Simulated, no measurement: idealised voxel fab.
This section sets out a process module, namely voxel ribs on slabs.
For reference, the cross-section in this document is cut, with width 150 nm and square cells of 5 nm.
Bands, listed from the top down, are how a cross-section gets written in this document; the cross-section itself is a grid of square cells, and a band is one or more rows of them. Top height, bottom height, nm. Materials left to right, width each, nm. Single material + "full width" = fills band edge to edge. "air" = empty. Heights are measured from 0, the level below which the as-received wafer is all one material; the lowest band has no bottom and continues downward, written as in "0 nm and below". Quick explanation for "30..40": the width changes in equal steps down the rows of cells, from the first number in the band's top row to the second number in its bottom row. Given "identical to before" for a step, no cell of the cross-section differs between before and after that step. Basically, "Cavities, closed" tells you about the enclosed voids: empty spaces with no open way to the top, 8 cells or bigger, each written width x height at distance, where distance is from the left edge, all in nm. It should be noted that, on the line of a given step, the content following the step's settings is a remark produced by the simulator itself with respect to that step. overlay nm: mask offset rightward from planned place, masked step; negative means leftward offset.
These are the steps we planned for the process
1) RECEIVE | material Si
2) DIRECTIONAL_DEP | material SiO2 | thk nm 20
3) DIRECTIONAL_DEP | material polySi | thk nm 20
4) MASKED_ETCH | tone cover | mask id RIB | width nm 15 | etch materials polySi | depth nm 5 | overlay nm 0
5) DIRECTIONAL_DEP | material aC | thk nm 15
6) PATTERN | tone cover | mask id SLAB | material resist | width nm 45 | thk nm 30 | overlay nm 0
7) DIRECTIONAL_ETCH | etch materials aC | depth nm 15
8) STRIP | etch materials resist
9) DIRECTIONAL_ETCH | etch materials polySi | depth nm 15
10) STRIP | etch materials aC
11) FILL_DEP | material SiO2 | thk nm 20
12) CMP | height nm 50
13) DIRECTIONAL_DEP | material TiN | thk nm 10
14) PATTERN | tone cover | mask id HEATER | material resist | width nm 25 | thk nm 15 | overlay nm 0
15) DIRECTIONAL_ETCH | etch materials TiN | depth nm 10
16) STRIP | etch materials resist
17) CONFORMAL_DEP | material SiN | thk nm 10
As-received wafer cross-section (after step 1)
0 nm and below = Si full width
Cavities, closed: none
Below is the wafer in cross-section after the module was completed. It began from the starting point shown above and followed the plan shown above, except that one mistake was made while running it
70 nm to 60 nm = air: 50; SiN: 45; air: 55
60 nm to 50 nm = SiN: 60; TiN: 25; SiN: 65
50 nm to 40 nm = SiO2 full width
40 nm to 35 nm = SiO2: 55; polySi: 15; SiO2: 80
35 nm to 20 nm = SiO2: 50; polySi: 45; SiO2: 55
20 nm to 0 nm = SiO2 full width
0 nm and below = Si full width
Cavities, closed: none
The mistake made against the process plan was this: off-plan run, step 4, actual operation and settings MASKED_ETCH | tone cover | mask id RIB | width nm 15 | etch materials polySi | depth nm 5 | overlay nm -10
